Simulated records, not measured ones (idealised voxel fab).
This section sets out a process module, namely voxel self aligned contacts.
Section shown: cut. Width: 220 nm. Cell size: 5 nm, square.
Cross-sections here: square-cell grids, written as top-down lists of bands, a band being one or more rows of cells.
It is stipulated that each band's entry specify, in nanometres, the height of the top of the band and then that of its bottom, followed by the materials of the band in left-to-right sequence, each together with its width in nanometres. A single material marked by the word "everywhere" is understood to fill the band from edge to edge; the word "blank" is understood to denote empty space.
It should be noted that heights are counted from 0, beneath which the wafer as supplied is of one material throughout, and that the lowest band possesses no lower boundary but continues downward, as written in "0 -> down".
Width: "30 to 40" (first number = top row, second number = bottom row, same change from row to row of cells).
When a step is marked "no change occurred", none of the cells in the cross-section changed during that step.
The list in "Closed voids list" covers empty spaces of 8 cells or more that cannot reach the top through any open way, and it gives each as width x height at distance; the distance is from the left edge, and width, height and distance are in nm.
Whatever follows a step's settings on its line is a remark the simulator itself makes about that step.
A step line may carry the setting "overlay nm", which, for steps involving a mask, states the distance by which the mask lay to the right of its intended position; negative values denote displacement to the left.
## Planned step list for the process
1,op RECEIVE | material Si
2,op OXIDIZE | depth nm 5
3,op DIRECTIONAL_DEP | material polySi | thk nm 20
4,op DIRECTIONAL_DEP | material SiN | thk nm 15
5,op PATTERN | tone cover | mask id GATE | material resist | width nm 25 | pitch nm 50 | thk nm 15 | overlay nm 0
6,op DIRECTIONAL_ETCH | etch materials SiN | depth nm 15
7,op DIRECTIONAL_ETCH | etch materials polySi | depth nm 20
8,op STRIP | etch materials resist
9,op CONFORMAL_DEP | material SiN | thk nm 5
10,op DIRECTIONAL_ETCH | etch materials SiN | depth nm 5
11,op FILL_DEP | material SiO2 | thk nm 10
12,op CMP | height nm 40
13,op PATTERN | tone open | mask id CONTACT | material resist | width nm 35 | pitch nm 50 | thk nm 15 | overlay nm 0
14,op DIRECTIONAL_ETCH | etch materials SiO2 | depth nm 45
15,op STRIP | etch materials resist
16,op CONFORMAL_DEP | material TiN | thk nm 5
17,op FILL_DEP | material Ru | thk nm 10
18,op CMP | height nm 40
19,op CONFORMAL_DEP | material SiCN | thk nm 5
## Step 1 complete: cross-section of the wafer as received
- 0 -> down: Si everywhere
- Closed voids list: none
## This is how the wafer looks in cross-section once the module is done, given the starting state and plan above and one mistake in carrying the plan out
- 45 -> 40: SiCN everywhere
- 40 -> 35: 40 SiO2  35 SiN  15 TiN  35 SiN  15 TiN  35 SiN  45 SiO2
- 35 -> 20: SiN everywhere
- 20 -> 0: polySi everywhere
- 0 -> -5: SiO2 everywhere
- -5 -> down: Si everywhere
- Closed voids list: none
What was done differently from what was planned? twice, step 4 of the plan was run
